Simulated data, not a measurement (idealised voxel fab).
process module | voxel gate over fins
cross-section cut | 145 nm wide | cells 5 nm
A cross-section is a grid of square cells, given in bands from the top down. A band is one or more rows of cells.
Each band's line starts with the height of the band's top and of its bottom, in nm. Then come its materials from left to right, each with its width in nm. One material with "throughout" fills the band from edge to edge. "air" is empty space.
Height 0 is the level under which the wafer as received is all one material. The lowest band goes on downwards, as in "0 down".
A width such as "30 to 40" changes by the same amount from each row of cells to the next, from the band's top row to its bottom row.
"no change" after a step means that no cell of the cross-section changed.
closed voids: empty space of 8 cells or more with no open way to the top, each as width x height at its distance from the left edge, in nm
after a step's settings: what the simulator itself notes on the step
overlay nm, on a step with a mask: how far to the right of its planned place the mask lay; to the left if negative
plan
1 op RECEIVE | material Si
2 op CONFORMAL_DEP | material SiN | thk nm 5
3 op PATTERN | tone cover | mask id FINS | material resist | width nm 15 | pitch nm 50 | thk nm 15 | overlay nm 0
4 op DIRECTIONAL_ETCH | etch materials SiN | depth nm 5
5 op DIRECTIONAL_ETCH | etch materials Si | depth nm 40
6 op STRIP | etch materials resist
7 op FILL_DEP | material SiO2 | thk nm 15
8 op CMP | height nm 5
9 op PATTERN | tone open | mask id RAIL | material resist | width nm 15 | thk nm 15 | overlay nm 0
10 op DIRECTIONAL_ETCH | etch materials SiO2 | depth nm 40
11 op STRIP | etch materials resist
12 op CONFORMAL_DEP | material TiN | thk nm 5
13 op FILL_DEP | material Ru | thk nm 5
14 op CMP | height nm 5
15 op SELECTIVE_ETCH | etch materials W Ru TiN | depth nm 20
16 op FILL_DEP | material SiO2 | thk nm 5
17 op CMP | height nm 5
18 op SELECTIVE_ETCH | etch materials SiO2 | depth nm 15
19 op STRIP | etch materials SiN
20 op CONFORMAL_DEP | material HfO2 | thk nm 5
21 op CONFORMAL_DEP | material TiN | thk nm 5
22 op CONFORMAL_DEP | material TiAl | thk nm 5
23 op CONFORMAL_DEP | material TiN | thk nm 5
24 op FILL_DEP | material W | thk nm 15
25 op CMP | height nm 30
26 op CONFORMAL_DEP | material SiN | thk nm 10
first wafer, as planned
as received, after step 1
  0 down: Si throughout
  closed voids: none
after step 2
  5 to 0: SiN throughout
  below 0: unchanged
after step 3
  20 to 5: air 15 | resist 15 | air 35 | resist 15 | air 35 | resist 15 | air 15
  below 5: unchanged
after step 4
  20 to 5: air 15 | resist 15 | air 35 | resist 15 | air 35 | resist 15 | air 15
  5 to 0: air 15 | SiN 15 | air 35 | SiN 15 | air 35 | SiN 15 | air 15
  below 0: unchanged
after step 5
  20 to 5: air 15 | resist 15 | air 35 | resist 15 | air 35 | resist 15 | air 15
  5 to 0: air 15 | SiN 15 | air 35 | SiN 15 | air 35 | SiN 15 | air 15
  0 to -40: air 15 | Si 15 | air 35 | Si 15 | air 35 | Si 15 | air 15
  below -40: unchanged
after step 6
  5 to 0: air 15 | SiN 15 | air 35 | SiN 15 | air 35 | SiN 15 | air 15
  below 0: unchanged
after step 7
  20 to 5: SiO2 throughout
  5 to 0: SiO2 15 | SiN 15 | SiO2 35 | SiN 15 | SiO2 35 | SiN 15 | SiO2 15
  0 to -40: SiO2 15 | Si 15 | SiO2 35 | Si 15 | SiO2 35 | Si 15 | SiO2 15
  below -40: unchanged
after step 8
  5 to 0: SiO2 15 | SiN 15 | SiO2 35 | SiN 15 | SiO2 35 | SiN 15 | SiO2 15
  below 0: unchanged
after step 9
  20 to 5: resist 40 | air 15 | resist 90
  below 5: unchanged
after step 10
  20 to 5: resist 40 | air 15 | resist 90
  5 to 0: SiO2 15 | SiN 15 | SiO2 10 | air 15 | SiO2 10 | SiN 15 | SiO2 35 | SiN 15 | SiO2 15
  0 to -35: SiO2 15 | Si 15 | SiO2 10 | air 15 | SiO2 10 | Si 15 | SiO2 35 | Si 15 | SiO2 15
  below -35: unchanged
after step 11
  5 to 0: SiO2 15 | SiN 15 | SiO2 10 | air 15 | SiO2 10 | SiN 15 | SiO2 35 | SiN 15 | SiO2 15
  below 0: unchanged
after step 12
  10 to 5: TiN 45 | air 5 | TiN 95
  5 to 0: SiO2 15 | SiN 15 | SiO2 10 | TiN 5 | air 5 | TiN 5 | SiO2 10 | SiN 15 | SiO2 35 | SiN 15 | SiO2 15
  0 to -30: SiO2 15 | Si 15 | SiO2 10 | TiN 5 | air 5 | TiN 5 | SiO2 10 | Si 15 | SiO2 35 | Si 15 | SiO2 15
  -30 to -35: SiO2 15 | Si 15 | SiO2 10 | TiN 15 | SiO2 10 | Si 15 | SiO2 35 | Si 15 | SiO2 15
  below -35: unchanged
after step 13
  15 to 10: Ru throughout
  10 to 5: TiN 45 | Ru 5 | TiN 95
  5 to 0: SiO2 15 | SiN 15 | SiO2 10 | TiN 5 | Ru 5 | TiN 5 | SiO2 10 | SiN 15 | SiO2 35 | SiN 15 | SiO2 15
  0 to -30: SiO2 15 | Si 15 | SiO2 10 | TiN 5 | Ru 5 | TiN 5 | SiO2 10 | Si 15 | SiO2 35 | Si 15 | SiO2 15
  below -30: unchanged
after step 14
  5 to 0: SiO2 15 | SiN 15 | SiO2 10 | TiN 5 | Ru 5 | TiN 5 | SiO2 10 | SiN 15 | SiO2 35 | SiN 15 | SiO2 15
  below 0: unchanged
after step 15
  5 to 0: SiO2 15 | SiN 15 | SiO2 10 | air 15 | SiO2 10 | SiN 15 | SiO2 35 | SiN 15 | SiO2 15
  0 to -15: SiO2 15 | Si 15 | SiO2 10 | air 15 | SiO2 10 | Si 15 | SiO2 35 | Si 15 | SiO2 15
  below -15: unchanged
after step 16
  10 to 5: SiO2 throughout
  5 to 0: SiO2 15 | SiN 15 | SiO2 35 | SiN 15 | SiO2 35 | SiN 15 | SiO2 15
  0 to -15: SiO2 15 | Si 15 | SiO2 35 | Si 15 | SiO2 35 | Si 15 | SiO2 15
  below -15: unchanged
after step 17
  5 to 0: SiO2 15 | SiN 15 | SiO2 35 | SiN 15 | SiO2 35 | SiN 15 | SiO2 15
  below 0: unchanged
after step 18
  5 to 0: air 15 | SiN 15 | air 35 | SiN 15 | air 35 | SiN 15 | air 15
  0 to -10: air 15 | Si 15 | air 35 | Si 15 | air 35 | Si 15 | air 15
  below -10: unchanged
after step 19
  0 to -10: air 15 | Si 15 | air 35 | Si 15 | air 35 | Si 15 | air 15
  below -10: unchanged
after step 20
  5 to 0: air 10 | HfO2 25 | air 25 | HfO2 25 | air 25 | HfO2 25 | air 10
  0 to -5: air 10 | HfO2 5 | Si 15 | HfO2 5 | air 25 | HfO2 5 | Si 15 | HfO2 5 | air 25 | HfO2 5 | Si 15 | HfO2 5 | air 10
  -5 to -10: HfO2 15 | Si 15 | HfO2 35 | Si 15 | HfO2 35 | Si 15 | HfO2 15
  below -10: unchanged
after step 21
  10 to 5: air 5 | TiN 35 | air 15 | TiN 35 | air 15 | TiN 35 | air 5
  5 to 0: air 5 | TiN 5 | HfO2 25 | TiN 5 | air 15 | TiN 5 | HfO2 25 | TiN 5 | air 15 | TiN 5 | HfO2 25 | TiN 5 | air 5
  0 to -5: TiN 10 | HfO2 5 | Si 15 | HfO2 5 | TiN 25 | HfO2 5 | Si 15 | HfO2 5 | TiN 25 | HfO2 5 | Si 15 | HfO2 5 | TiN 10
  below -5: unchanged
after step 22
  15 to 10: TiAl 45 | air 5 | TiAl 45 | air 5 | TiAl 45
  10 to 5: TiAl 5 | TiN 35 | TiAl 5 | air 5 | TiAl 5 | TiN 35 | TiAl 5 | air 5 | TiAl 5 | TiN 35 | TiAl 5
  5 to 0: TiAl 5 | TiN 5 | HfO2 25 | TiN 5 | TiAl 15 | TiN 5 | HfO2 25 | TiN 5 | TiAl 15 | TiN 5 | HfO2 25 | TiN 5 | TiAl 5
  below 0: unchanged
after step 23
  20 to 15: TiN throughout
  15 to 10: TiAl 45 | TiN 5 | TiAl 45 | TiN 5 | TiAl 45
  10 to 5: TiAl 5 | TiN 35 | TiAl 5 | TiN 5 | TiAl 5 | TiN 35 | TiAl 5 | TiN 5 | TiAl 5 | TiN 35 | TiAl 5
  below 5: unchanged
after step 24
  35 to 20: W throughout
  below 20: unchanged
after step 25
  30 to 20: W throughout
  below 20: unchanged
after step 26
  40 to 30: SiN throughout
  below 30: unchanged
second wafer: like start, like plan, one mistake. Through step 19 it matches the first wafer
when step 20 should have ended
  15 to 5: HfO2 45 | air 5 | HfO2 45 | air 5 | HfO2 45
  5 to 0: HfO2 throughout
  0 to -10: HfO2 15 | Si 15 | HfO2 35 | Si 15 | HfO2 35 | Si 15 | HfO2 15
  below -10: unchanged
when step 21 should have ended
  20 to 15: TiN throughout
  15 to 5: HfO2 45 | TiN 5 | HfO2 45 | TiN 5 | HfO2 45
  below 5: unchanged
when step 22 should have ended
  25 to 20: TiAl throughout
  below 20: unchanged
when step 23 should have ended
  30 to 25: TiN throughout
  below 25: unchanged
when step 24 should have ended
  45 to 30: W throughout
  below 30: unchanged
when step 25 should have ended
  30 to 25: TiN throughout
  below 25: unchanged
when step 26 should have ended
  40 to 30: SiN throughout
  below 30: unchanged
what went wrong: step 20 ran as: op CONFORMAL_DEP | material HfO2 | thk nm 15
at the end the second wafer has, in cells: 82 more of HfO2 | 12 fewer of TiAl | 12 fewer of TiN | 58 fewer of W
